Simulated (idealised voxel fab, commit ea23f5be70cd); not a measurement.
You're looking at the process module voxel trench capacitor.
FYI the section here is cut, 275 nm wide, cells are 5 nm squares.
Cross-section layout: square cells on a grid; listed as bands, top to bottom; a band spans one or more cell rows.
The entry gives the band's vertical extent as a top height and a bottom height in nm, then its horizontal make-up as materials from left to right, each with a width in nm. "empty" stands for empty space; a single material marked "all across" fills the band edge to edge.
Basically, 0 is our baseline, since under it the wafer straight out of the box is all one material. The bottom band has no lower end and keeps on going down, so it looks like "0 nm and below".
Read "30 to 40" as a graded width: first number on top, second number at the bottom, same change between each pair of neighbouring rows.
The cross-section has no changed cell in any step marked "all unchanged".
Reported under the label "Closed cavities" are the empty spaces having no open way to the top and comprising 8 cells or more; the notation for each is width x height at distance, in which the distance is measured from the left edge and all three values are in nm.
It should be noted that, on the line of a given step, the content following the step's settings is a remark produced by the simulator itself with respect to that step.
"overlay nm" on a masked step: distance the mask lay right of its planned place, negative for left.
[Steps planned for the process]
1: RECEIVE, material Si
2: CONFORMAL_DEP, material SiN, thk nm 5
3: PATTERN, tone open, mask id TRENCH, material resist, width nm 30, pitch nm 50, thk nm 15, overlay nm 0
4: DIRECTIONAL_ETCH, etch materials SiN, depth nm 5
5: DIRECTIONAL_ETCH, etch materials Si, depth nm 25
6: STRIP, etch materials resist
7: CONFORMAL_DEP, material HfO2, thk nm 5
8: CONFORMAL_DEP, material TiN, thk nm 5
9: FILL_DEP, material W, thk nm 10
10: CMP, height nm 5
[The first of a set of two wafers, run to plan]
[Here's what the wafer looked like in cross-section when it arrived - that's after step 1]
0 nm and below | Si all across
Closed cavities: none
[after step 2]
5 nm to 0 nm | SiN all across
No changes below 0.
[after step 3]
20 nm to 5 nm | resist: 95 / empty: 30 / resist: 20 / empty: 30 / resist: 100
No changes below 5.
[after step 4]
20 nm to 5 nm | resist: 95 / empty: 30 / resist: 20 / empty: 30 / resist: 100
5 nm to 0 nm | SiN: 95 / empty: 30 / SiN: 20 / empty: 30 / SiN: 100
No changes below 0.
[after step 5]
20 nm to 5 nm | resist: 95 / empty: 30 / resist: 20 / empty: 30 / resist: 100
5 nm to 0 nm | SiN: 95 / empty: 30 / SiN: 20 / empty: 30 / SiN: 100
0 nm to -25 nm | Si: 95 / empty: 30 / Si: 20 / empty: 30 / Si: 100
No changes below -25.
[after step 6]
5 nm to 0 nm | SiN: 95 / empty: 30 / SiN: 20 / empty: 30 / SiN: 100
No changes below 0.
[after step 7]
10 nm to 5 nm | HfO2: 100 / empty: 20 / HfO2: 30 / empty: 20 / HfO2: 105
5 nm to 0 nm | SiN: 95 / HfO2: 5 / empty: 20 / HfO2: 5 / SiN: 20 / HfO2: 5 / empty: 20 / HfO2: 5 / SiN: 100
0 nm to -20 nm | Si: 95 / HfO2: 5 / empty: 20 / HfO2: 5 / Si: 20 / HfO2: 5 / empty: 20 / HfO2: 5 / Si: 100
-20 nm to -25 nm | Si: 95 / HfO2: 30 / Si: 20 / HfO2: 30 / Si: 100
No changes below -25.
[after step 8]
15 nm to 10 nm | TiN: 105 / empty: 10 / TiN: 40 / empty: 10 / TiN: 110
10 nm to 5 nm | HfO2: 100 / TiN: 5 / empty: 10 / TiN: 5 / HfO2: 30 / TiN: 5 / empty: 10 / TiN: 5 / HfO2: 105
5 nm to 0 nm | SiN: 95 / HfO2: 5 / TiN: 5 / empty: 10 / TiN: 5 / HfO2: 5 / SiN: 20 / HfO2: 5 / TiN: 5 / empty: 10 / TiN: 5 / HfO2: 5 / SiN: 100
0 nm to -15 nm | Si: 95 / HfO2: 5 / TiN: 5 / empty: 10 / TiN: 5 / HfO2: 5 / Si: 20 / HfO2: 5 / TiN: 5 / empty: 10 / TiN: 5 / HfO2: 5 / Si: 100
-15 nm to -20 nm | Si: 95 / HfO2: 5 / TiN: 20 / HfO2: 5 / Si: 20 / HfO2: 5 / TiN: 20 / HfO2: 5 / Si: 100
No changes below -20.
[after step 9]
25 nm to 15 nm | W all across
15 nm to 10 nm | TiN: 105 / W: 10 / TiN: 40 / W: 10 / TiN: 110
10 nm to 5 nm | HfO2: 100 / TiN: 5 / W: 10 / TiN: 5 / HfO2: 30 / TiN: 5 / W: 10 / TiN: 5 / HfO2: 105
5 nm to 0 nm | SiN: 95 / HfO2: 5 / TiN: 5 / W: 10 / TiN: 5 / HfO2: 5 / SiN: 20 / HfO2: 5 / TiN: 5 / W: 10 / TiN: 5 / HfO2: 5 / SiN: 100
0 nm to -15 nm | Si: 95 / HfO2: 5 / TiN: 5 / W: 10 / TiN: 5 / HfO2: 5 / Si: 20 / HfO2: 5 / TiN: 5 / W: 10 / TiN: 5 / HfO2: 5 / Si: 100
No changes below -15.
[after step 10]
5 nm to 0 nm | SiN: 95 / HfO2: 5 / TiN: 5 / W: 10 / TiN: 5 / HfO2: 5 / SiN: 20 / HfO2: 5 / TiN: 5 / W: 10 / TiN: 5 / HfO2: 5 / SiN: 100
No changes below 0.
[Second wafer, same starting conditions and recipe as the first, one mistake in executing it, nothing differs from the first up to and including step 4]
[Here is the second wafer in cross-section at the point where step 5 of the plan should have been done]
20 nm to 5 nm | resist: 95 / empty: 30 / resist: 20 / empty: 30 / resist: 100
5 nm to 0 nm | SiN: 95 / empty: 30 / SiN: 20 / empty: 30 / SiN: 100
0 nm to -50 nm | Si: 95 / empty: 30 / Si: 20 / empty: 30 / Si: 100
No changes below -50.
[Here is the second wafer in cross-section at the point where step 6 of the plan should have been done]
5 nm to 0 nm | SiN: 95 / empty: 30 / SiN: 20 / empty: 30 / SiN: 100
No changes below 0.
[Here is the second wafer in cross-section at the point where step 7 of the plan should have been done]
10 nm to 5 nm | HfO2: 100 / empty: 20 / HfO2: 30 / empty: 20 / HfO2: 105
5 nm to 0 nm | SiN: 95 / HfO2: 5 / empty: 20 / HfO2: 5 / SiN: 20 / HfO2: 5 / empty: 20 / HfO2: 5 / SiN: 100
0 nm to -45 nm | Si: 95 / HfO2: 5 / empty: 20 / HfO2: 5 / Si: 20 / HfO2: 5 / empty: 20 / HfO2: 5 / Si: 100
-45 nm to -50 nm | Si: 95 / HfO2: 30 / Si: 20 / HfO2: 30 / Si: 100
No changes below -50.
[Here is the second wafer in cross-section at the point where step 8 of the plan should have been done]
15 nm to 10 nm | TiN: 105 / empty: 10 / TiN: 40 / empty: 10 / TiN: 110
10 nm to 5 nm | HfO2: 100 / TiN: 5 / empty: 10 / TiN: 5 / HfO2: 30 / TiN: 5 / empty: 10 / TiN: 5 / HfO2: 105
5 nm to 0 nm | SiN: 95 / HfO2: 5 / TiN: 5 / empty: 10 / TiN: 5 / HfO2: 5 / SiN: 20 / HfO2: 5 / TiN: 5 / empty: 10 / TiN: 5 / HfO2: 5 / SiN: 100
0 nm to -40 nm | Si: 95 / HfO2: 5 / TiN: 5 / empty: 10 / TiN: 5 / HfO2: 5 / Si: 20 / HfO2: 5 / TiN: 5 / empty: 10 / TiN: 5 / HfO2: 5 / Si: 100
-40 nm to -45 nm | Si: 95 / HfO2: 5 / TiN: 20 / HfO2: 5 / Si: 20 / HfO2: 5 / TiN: 20 / HfO2: 5 / Si: 100
No changes below -45.
[Here is the second wafer in cross-section at the point where step 9 of the plan should have been done]
25 nm to 15 nm | W all across
15 nm to 10 nm | TiN: 105 / W: 10 / TiN: 40 / W: 10 / TiN: 110
10 nm to 5 nm | HfO2: 100 / TiN: 5 / W: 10 / TiN: 5 / HfO2: 30 / TiN: 5 / W: 10 / TiN: 5 / HfO2: 105
5 nm to 0 nm | SiN: 95 / HfO2: 5 / TiN: 5 / W: 10 / TiN: 5 / HfO2: 5 / SiN: 20 / HfO2: 5 / TiN: 5 / W: 10 / TiN: 5 / HfO2: 5 / SiN: 100
0 nm to -40 nm | Si: 95 / HfO2: 5 / TiN: 5 / W: 10 / TiN: 5 / HfO2: 5 / Si: 20 / HfO2: 5 / TiN: 5 / W: 10 / TiN: 5 / HfO2: 5 / Si: 100
No changes below -40.
[Here is the second wafer in cross-section at the point where step 10 of the plan should have been done]
5 nm to 0 nm | SiN: 95 / HfO2: 5 / TiN: 5 / W: 10 / TiN: 5 / HfO2: 5 / SiN: 20 / HfO2: 5 / TiN: 5 / W: 10 / TiN: 5 / HfO2: 5 / SiN: 100
No changes below 0.
So what did we get wrong on this run? twice over, step 5 of the plan was run
Once processing is complete, comparing cell counts shows that the second wafer has more or fewer of certain materials than the first: +20 HfO2; -60 Si; +20 TiN; +20 W
